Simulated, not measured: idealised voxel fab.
Proc. module: voxel tone inversion
FYI the section here is cut, 250 nm wide, cells are 5 nm squares.
Each cross-section below is a grid of square cells, stated as bands in top-down order, with one or more rows of cells making up each band. For a band, the entry starts with two heights in nm, that of the top and then that of the bottom, and carries on with the band's materials in order from left to right, each alongside its width in nm; the word "throughout" beside a single material means it fills the band edge to edge, and "empty" means empty space. Height is counted from the level 0, under which the received wafer is composed throughout of one material. The lowest of the bands is not closed at the bottom but continues downward, in the notation "z 0 and below". Width "30->40": first value at the band's top row of cells, second value at its bottom row, equal change from row to row. Where a step carries "no change occurred", the cross-section came out of it unchanged, cell for cell. Voids not open to the top, 8 cells minimum: see "Enclosed voids". Written width x height at distance; distance is from the left edge; nm. On each step's line, the part that comes after the settings is the simulator's own comment on the step. overlay nm: right-of-plan distance of the mask on a masked step; negative values mean left-of-plan.

[Planned step list for the process]
1 RECEIVE (material Si)
2 CONFORMAL_DEP (material SiN; thk nm 5)
3 DIRECTIONAL_DEP (material aC; thk nm 20)
4 PATTERN (tone cover; mask id POSTS; material resist; width nm 20; pitch nm 45; thk nm 30; overlay nm 0)
5 DIRECTIONAL_ETCH (etch materials aC; depth nm 20)
6 STRIP (etch materials resist)
7 FILL_DEP (material SiO2; thk nm 5)
8 CMP (height nm 25)
9 STRIP (etch materials aC)
10 CONFORMAL_DEP (material TiN; thk nm 5)
11 FILL_DEP (material W; thk nm 5)
12 CMP (height nm 25)
13 CONFORMAL_DEP (material SiCN; thk nm 5)

[Run as planned: first of two wafers]

[as received, after step 1]
- z 0 and below: Si throughout
- Enclosed voids: none

[You're looking at a cross-section of the wafer after step 2]
- z 5 to 0: SiN throughout
- Heights below 0 show no change.

[You're looking at a cross-section of the wafer after step 3]
- z 25 to 5: aC throughout
- Heights below 5 show no change.

[You're looking at a cross-section of the wafer after step 4]
- z 55 to 25: 90 nm empty, 20 nm resist, 25 nm empty, 20 nm resist, 95 nm empty
- Heights below 25 show no change.

[You're looking at a cross-section of the wafer after step 5]
- z 35 to 25: 90 nm empty, 20 nm resist, 25 nm empty, 20 nm resist, 95 nm empty
- z 25 to 5: 90 nm empty, 20 nm aC, 25 nm empty, 20 nm aC, 95 nm empty
- Heights below 5 show no change.

[You're looking at a cross-section of the wafer after step 6]
- z 25 to 5: 90 nm empty, 20 nm aC, 25 nm empty, 20 nm aC, 95 nm empty
- Heights below 5 show no change.

[You're looking at a cross-section of the wafer after step 7]
- z 30 to 25: SiO2 throughout
- z 25 to 5: 90 nm SiO2, 20 nm aC, 25 nm SiO2, 20 nm aC, 95 nm SiO2
- Heights below 5 show no change.

[You're looking at a cross-section of the wafer after step 8]
- z 25 to 5: 90 nm SiO2, 20 nm aC, 25 nm SiO2, 20 nm aC, 95 nm SiO2
- Heights below 5 show no change.

[You're looking at a cross-section of the wafer after step 9]
- z 25 to 5: 90 nm SiO2, 20 nm empty, 25 nm SiO2, 20 nm empty, 95 nm SiO2
- Heights below 5 show no change.

[You're looking at a cross-section of the wafer after step 10]
- z 30 to 25: 95 nm TiN, 10 nm empty, 35 nm TiN, 10 nm empty, 100 nm TiN
- z 25 to 10: 90 nm SiO2, 5 nm TiN, 10 nm empty, 5 nm TiN, 25 nm SiO2, 5 nm TiN, 10 nm empty, 5 nm TiN, 95 nm SiO2
- z 10 to 5: 90 nm SiO2, 20 nm TiN, 25 nm SiO2, 20 nm TiN, 95 nm SiO2
- Heights below 5 show no change.

[You're looking at a cross-section of the wafer after step 11]
- z 35 to 30: W throughout
- z 30 to 25: 95 nm TiN, 10 nm W, 35 nm TiN, 10 nm W, 100 nm TiN
- z 25 to 10: 90 nm SiO2, 5 nm TiN, 10 nm W, 5 nm TiN, 25 nm SiO2, 5 nm TiN, 10 nm W, 5 nm TiN, 95 nm SiO2
- Heights below 10 show no change.

[You're looking at a cross-section of the wafer after step 12]
- z 25 to 10: 90 nm SiO2, 5 nm TiN, 10 nm W, 5 nm TiN, 25 nm SiO2, 5 nm TiN, 10 nm W, 5 nm TiN, 95 nm SiO2
- Heights below 10 show no change.

[You're looking at a cross-section of the wafer after step 13]
- z 30 to 25: SiCN throughout
- Heights below 25 show no change.

[Here the second wafer is described. Its start and its plan were those of the first wafer. Its run contained one mistake. Up to and including step 1, it did exactly what the first wafer did]

Cross-sectional representation of the second wafer at the time designated in the plan for the completion of step 2: no change occurred

[Cross-sectional representation of the second wafer at the time designated in the plan for the completion of step 3]
- z 20 to 0: aC throughout
- Heights below 0 show no change.

[Cross-sectional representation of the second wafer at the time designated in the plan for the completion of step 4]
- z 50 to 20: 90 nm empty, 20 nm resist, 25 nm empty, 20 nm resist, 95 nm empty
- Heights below 20 show no change.

[Cross-sectional representation of the second wafer at the time designated in the plan for the completion of step 5]
- z 30 to 20: 90 nm empty, 20 nm resist, 25 nm empty, 20 nm resist, 95 nm empty
- z 20 to 0: 90 nm empty, 20 nm aC, 25 nm empty, 20 nm aC, 95 nm empty
- Heights below 0 show no change.

[Cross-sectional representation of the second wafer at the time designated in the plan for the completion of step 6]
- z 20 to 0: 90 nm empty, 20 nm aC, 25 nm empty, 20 nm aC, 95 nm empty
- Heights below 0 show no change.

[Cross-sectional representation of the second wafer at the time designated in the plan for the completion of step 7]
- z 25 to 20: SiO2 throughout
- z 20 to 0: 90 nm SiO2, 20 nm aC, 25 nm SiO2, 20 nm aC, 95 nm SiO2
- Heights below 0 show no change.

Cross-sectional representation of the second wafer at the time designated in the plan for the completion of step 8: no change occurred

Cross-sectional representation of the second wafer at the time designated in the plan for the completion of step 9: no change occurred

[Cross-sectional representation of the second wafer at the time designated in the plan for the completion of step 10]
- z 30 to 25: TiN throughout
- Heights below 25 show no change.

[Cross-sectional representation of the second wafer at the time designated in the plan for the completion of step 11]
- z 35 to 30: W throughout
- Heights below 30 show no change.

[Cross-sectional representation of the second wafer at the time designated in the plan for the completion of step 12]
- z 25 to 20: SiO2 throughout
- Heights below 20 show no change.

[Cross-sectional representation of the second wafer at the time designated in the plan for the completion of step 13]
- z 30 to 25: SiCN throughout
- Heights below 25 show no change.
Here's what went sideways: plan step 2 never ran because it was skipped
Final comparison by cell count, materials where the second wafer has more or fewer than the first: SiN: 50 fewer, SiO2: 50 more, TiN: 20 fewer, W: 12 fewer, aC: 32 more
